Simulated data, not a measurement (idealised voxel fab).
process module | voxel ribs on slabs
cross-section cut | 155 nm wide | cells 5 nm
A cross-section is a grid of square cells, given in bands from the top down. A band is one or more rows of cells.
Each band's line starts with the height of the band's top and of its bottom, in nm. Then come its materials from left to right, each with its width in nm. One material with "throughout" fills the band from edge to edge. "air" is empty space.
Height 0 is the level under which the wafer as received is all one material. The lowest band goes on downwards, as in "0 down".
A width such as "30 to 40" changes by the same amount from each row of cells to the next, from the band's top row to its bottom row.
"no change" after a step means that no cell of the cross-section changed.
closed voids: empty space of 8 cells or more with no open way to the top, each as width x height at its distance from the left edge, in nm
after a step's settings: what the simulator itself notes on the step
overlay nm, on a step with a mask: how far to the right of its planned place the mask lay; to the left if negative
plan
1 op RECEIVE | material Si
2 op DIRECTIONAL_DEP | material SiO2 | thk nm 30
3 op DIRECTIONAL_DEP | material polySi | thk nm 15
4 op MASKED_ETCH | tone cover | mask id RIB | width nm 20 | etch materials polySi | depth nm 5 | overlay nm 0
5 op MASKED_ETCH | tone cover | mask id SLAB | width nm 50 | etch materials polySi | depth nm 10 | overlay nm 0
6 op FILL_DEP | material SiO2 | thk nm 25
7 op CMP | height nm 60
8 op DIRECTIONAL_DEP | material TiN | thk nm 5
9 op PATTERN | tone cover | mask id HEATER | material resist | width nm 30 | thk nm 20 | overlay nm 0
10 op DIRECTIONAL_ETCH | etch materials TiN | depth nm 5
11 op STRIP | etch materials resist
12 op CONFORMAL_DEP | material SiO2 | thk nm 10
as received, after step 1
  0 down: Si throughout
  closed voids: none
a wafer at the end: this start, this plan, one mistake
  75 to 70: air 50 | SiO2 50 | air 55
  70 to 65: SiO2 throughout
  65 to 60: SiO2 60 | TiN 30 | SiO2 65
  60 to 45: SiO2 throughout
  45 to 40: SiO2 65 | polySi 20 | SiO2 70
  40 to 30: SiO2 50 | polySi 50 | SiO2 55
  30 to 0: TiN throughout
  0 down: Si throughout
  closed voids: none
what went wrong: step 2 ran as: op DIRECTIONAL_DEP | material TiN | thk nm 30
